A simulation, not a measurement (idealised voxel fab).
The document below concerns the process module designated voxel wiring stack.
Xsec cut, 260 nm wide, square cell size 5 nm.
Square cells in a grid make up a cross-section in this document, and the grid is given as bands, listed from the top down, each one or more rows of cells.
First you get the band's top height and its bottom height, in nm, and then the materials it's made of, left to right, with each width in nm. If you see a single material with "full width", that one covers the band edge to edge. "blank" is empty space.
Ref level 0: as-received wafer is one material below here. Bottom band extends down with no lower bound ("top 0, no bottom").
Quick explanation for "30->40": the width changes in equal steps down the rows of cells, from the first number in the band's top row to the second number in its bottom row.
Basically "nothing changed" means that step didn't change any cell in the cross-section.
Heads up: "Trapped cavities" only lists the empty pockets with no open path to the top that are 8 cells or more, and it writes them as width x height at distance, distance from the left edge, in nm.
On a step's line, text after the settings is the simulator commenting on that step.
overlay nm: step with mask; distance mask lay right of planned place; negative value = left of planned place.

## This section lists the process steps that were planned
1. RECEIVE, material Si
2. CONFORMAL_DEP, material SiO2, thk nm 15
3. DIRECTIONAL_DEP, material TiN, thk nm 5
4. DIRECTIONAL_DEP, material W, thk nm 25
5. MASKED_ETCH, tone cover, mask id METAL_1, width nm 30, pitch nm 55, etch materials W, depth nm 25, overlay nm 0
6. MASKED_ETCH, tone cover, mask id METAL_1, width nm 30, pitch nm 55, etch materials TiN, depth nm 5, overlay nm 0
7. FILL_DEP, material lowk, thk nm 5
8. CMP, height nm 45
9. CONFORMAL_DEP, material SiCN, thk nm 5
10. DIRECTIONAL_DEP, material lowk, thk nm 10
11. MASKED_ETCH, tone open, mask id PLUG_1, width nm 15, etch materials lowk, depth nm 10, overlay nm 0
12. MASKED_ETCH, tone open, mask id PLUG_1, width nm 15, etch materials SiCN, depth nm 5, overlay nm -15
13. EPI, material Ru, thk nm 10
14. EPI, material Ru, thk nm 5
15. DIRECTIONAL_DEP, material TiN, thk nm 5
16. DIRECTIONAL_DEP, material W, thk nm 15
17. PATTERN, tone cover, mask id METAL_2, material resist, width nm 30, pitch nm 55, thk nm 15, overlay nm 0
18. DIRECTIONAL_ETCH, etch materials W, depth nm 15
19. DIRECTIONAL_ETCH, etch materials TiN, depth nm 5
20. STRIP, etch materials resist
21. FILL_DEP, material lowk, thk nm 10
22. CMP, height nm 80
23. CONFORMAL_DEP, material SiCN, thk nm 5
24. DIRECTIONAL_DEP, material lowk, thk nm 15
25. PATTERN, tone open, mask id PLUG_2, material resist, width nm 15, pitch nm 55, thk nm 20, overlay nm 0
26. DIRECTIONAL_ETCH, etch materials lowk, depth nm 15
27. DIRECTIONAL_ETCH, etch materials SiCN, depth nm 5
28. STRIP, etch materials resist
29. EPI, material Ru, thk nm 10
30. EPI, material Ru, thk nm 10
31. CONFORMAL_DEP, material SiCN, thk nm 5
32. DIRECTIONAL_DEP, material lowk, thk nm 20
33. DIRECTIONAL_DEP, material aC, thk nm 10
34. PATTERN, tone open, mask id METAL_3, material resist, width nm 30, pitch nm 55, thk nm 25, overlay nm 0
35. DIRECTIONAL_ETCH, etch materials aC, depth nm 10
36. STRIP, etch materials resist
37. DIRECTIONAL_ETCH, etch materials lowk, depth nm 20
38. DIRECTIONAL_ETCH, etch materials SiCN, depth nm 5
39. STRIP, etch materials aC
40. CONFORMAL_DEP, material TiN, thk nm 5
41. FILL_DEP, material Ru, thk nm 10
42. CMP, height nm 125
43. CONFORMAL_DEP, material SiCN, thk nm 5
44. DIRECTIONAL_DEP, material SiO2, thk nm 10
45. MASKED_ETCH, tone open, mask id PLUG_3, width nm 15, pitch nm 55, etch materials SiO2, depth nm 10, overlay nm 0
46. MASKED_ETCH, tone open, mask id PLUG_3, width nm 15, pitch nm 55, etch materials SiCN, depth nm 5, overlay nm 0
47. CONFORMAL_DEP, material TiN, thk nm 5
48. FILL_DEP, material W, thk nm 10
49. CMP, height nm 140
50. CONFORMAL_DEP, material SiN, thk nm 5
51. DIRECTIONAL_DEP, material SiO2, thk nm 20
52. PATTERN, tone open, mask id METAL_4, material resist, width nm 30, pitch nm 55, thk nm 20, overlay nm 0
53. DIRECTIONAL_ETCH, etch materials SiO2, depth nm 20
54. DIRECTIONAL_ETCH, etch materials SiN, depth nm 5
55. STRIP, etch materials resist
56. CONFORMAL_DEP, material TiN, thk nm 5
57. FILL_DEP, material Cu, thk nm 10
58. CMP, height nm 165
59. EPI, material Ru, thk nm 5
60. FILL_DEP, material SiCN, thk nm 5
Where the wafers of this document differ is in the overlay nm of step 12; they start out the same, and the plan states the value that applied to the first wafer.

## Cross-section of the first incoming wafer of several, state after step 1
	top 0, no bottom | Si full width
	Trapped cavities: none

## Module finished, last step 60 done: cross-section of the first of several wafers
	top 175, bottom 170 | SiCN full width
	top 170, bottom 165 | SiCN: 80, Ru: 40, SiCN: 15, Ru: 40, SiCN: 85
	top 165, bottom 145 | SiO2: 85, TiN: 5, Cu: 20, TiN: 5, SiO2: 25, TiN: 5, Cu: 20, TiN: 5, SiO2: 90
	top 145, bottom 140 | SiN: 85, TiN: 30, SiN: 25, TiN: 30, SiN: 90
	top 140, bottom 130 | SiO2: 85, TiN: 5, W: 5, TiN: 5, SiO2: 40, TiN: 5, W: 5, TiN: 5, SiO2: 105
	top 130, bottom 125 | SiCN: 85, TiN: 15, SiCN: 40, TiN: 15, SiCN: 105
	top 125, bottom 105 | lowk: 85, TiN: 5, Ru: 20, TiN: 5, lowk: 25, TiN: 5, Ru: 20, TiN: 5, lowk: 90
	top 105, bottom 100 | SiCN: 85, TiN: 30, SiCN: 25, TiN: 30, SiCN: 90
	top 100, bottom 85 | lowk: 85, SiCN: 5, TiN: 5, SiCN: 5, lowk: 40, Ru: 15, lowk: 105
	top 85, bottom 80 | SiCN: 90, TiN: 5, SiCN: 45, Ru: 15, SiCN: 105
	top 80, bottom 70 | lowk: 100, W: 15, lowk: 25, W: 30, lowk: 90
	top 70, bottom 65 | lowk: 85, W: 30, lowk: 25, W: 30, lowk: 90
	top 65, bottom 60 | lowk: 85, W: 15, TiN: 15, lowk: 25, TiN: 30, lowk: 90
	top 60, bottom 55 | lowk: 85, W: 15, lowk: 160
	top 55, bottom 50 | lowk: 85, TiN: 15, lowk: 160
	top 50, bottom 45 | SiCN full width
	top 45, bottom 20 | lowk: 85, W: 30, lowk: 25, W: 30, lowk: 90
	top 20, bottom 15 | lowk: 85, TiN: 30, lowk: 25, TiN: 30, lowk: 90
	top 15, bottom 0 | SiO2 full width
	top 0, no bottom | Si full width
	Trapped cavities: none

## The final wafer, sectioned at module end
	top 175, bottom 170 | SiCN full width
	top 170, bottom 165 | SiCN: 80, Ru: 40, SiCN: 15, Ru: 40, SiCN: 85
	top 165, bottom 145 | SiO2: 85, TiN: 5, Cu: 20, TiN: 5, SiO2: 25, TiN: 5, Cu: 20, TiN: 5, SiO2: 90
	top 145, bottom 140 | SiN: 85, TiN: 30, SiN: 25, TiN: 30, SiN: 90
	top 140, bottom 130 | SiO2: 85, TiN: 5, W: 5, TiN: 5, SiO2: 40, TiN: 5, W: 5, TiN: 5, SiO2: 105
	top 130, bottom 125 | SiCN: 85, TiN: 15, SiCN: 40, TiN: 15, SiCN: 105
	top 125, bottom 105 | lowk: 85, TiN: 5, Ru: 20, TiN: 5, lowk: 25, TiN: 5, Ru: 20, TiN: 5, lowk: 90
	top 105, bottom 100 | SiCN: 85, TiN: 30, SiCN: 25, TiN: 30, SiCN: 90
	top 100, bottom 85 | lowk: 85, SiCN: 5, TiN: 5, SiCN: 5, lowk: 40, Ru: 15, lowk: 105
	top 85, bottom 80 | SiCN: 90, TiN: 5, SiCN: 45, Ru: 15, SiCN: 105
	top 80, bottom 70 | lowk: 100, W: 15, lowk: 25, W: 30, lowk: 90
	top 70, bottom 65 | lowk: 85, W: 30, lowk: 25, W: 30, lowk: 90
	top 65, bottom 60 | lowk: 85, W: 15, TiN: 15, lowk: 25, TiN: 30, lowk: 90
	top 60, bottom 55 | lowk: 85, W: 15, lowk: 160
	top 55, bottom 50 | lowk: 85, TiN: 15, lowk: 160
	top 50, bottom 45 | SiCN full width
	top 45, bottom 20 | lowk: 85, W: 30, lowk: 25, W: 30, lowk: 90
	top 20, bottom 15 | lowk: 85, TiN: 30, lowk: 25, TiN: 30, lowk: 90
	top 15, bottom 0 | SiO2 full width
	top 0, no bottom | Si full width
	Trapped cavities: none

## The rows of the table below are wafers. Looking at the end of the module, a row counts, for every material, the cells the wafer has gained, shown as (+), or lost, shown as (-), since it was received; its closed voids come next
overlay nm -15 | +32 Cu | +60 Ru | +280 SiCN | +40 SiN | +408 SiO2 | +98 TiN | +100 W | +802 lowk | Trapped cavities: none
overlay nm -10 | +32 Cu | +79 Ru | +271 SiCN | +40 SiN | +408 SiO2 | +94 TiN | +100 W | +796 lowk | Trapped cavities: none
overlay nm -5 | +32 Cu | +80 Ru | +270 SiCN | +40 SiN | +408 SiO2 | +94 TiN | +100 W | +796 lowk | Trapped cavities: none
overlay nm 0 | +32 Cu | +81 Ru | +269 SiCN | +40 SiN | +408 SiO2 | +94 TiN | +100 W | +796 lowk | Trapped cavities: none
overlay nm 5 | +32 Cu | +80 Ru | +270 SiCN | +40 SiN | +408 SiO2 | +94 TiN | +100 W | +796 lowk | Trapped cavities: none
overlay nm 10 | +32 Cu | +79 Ru | +271 SiCN | +40 SiN | +408 SiO2 | +94 TiN | +100 W | +796 lowk | Trapped cavities: none
overlay nm 15 | +32 Cu | +60 Ru | +280 SiCN | +40 SiN | +408 SiO2 | +98 TiN | +100 W | +802 lowk | Trapped cavities: none
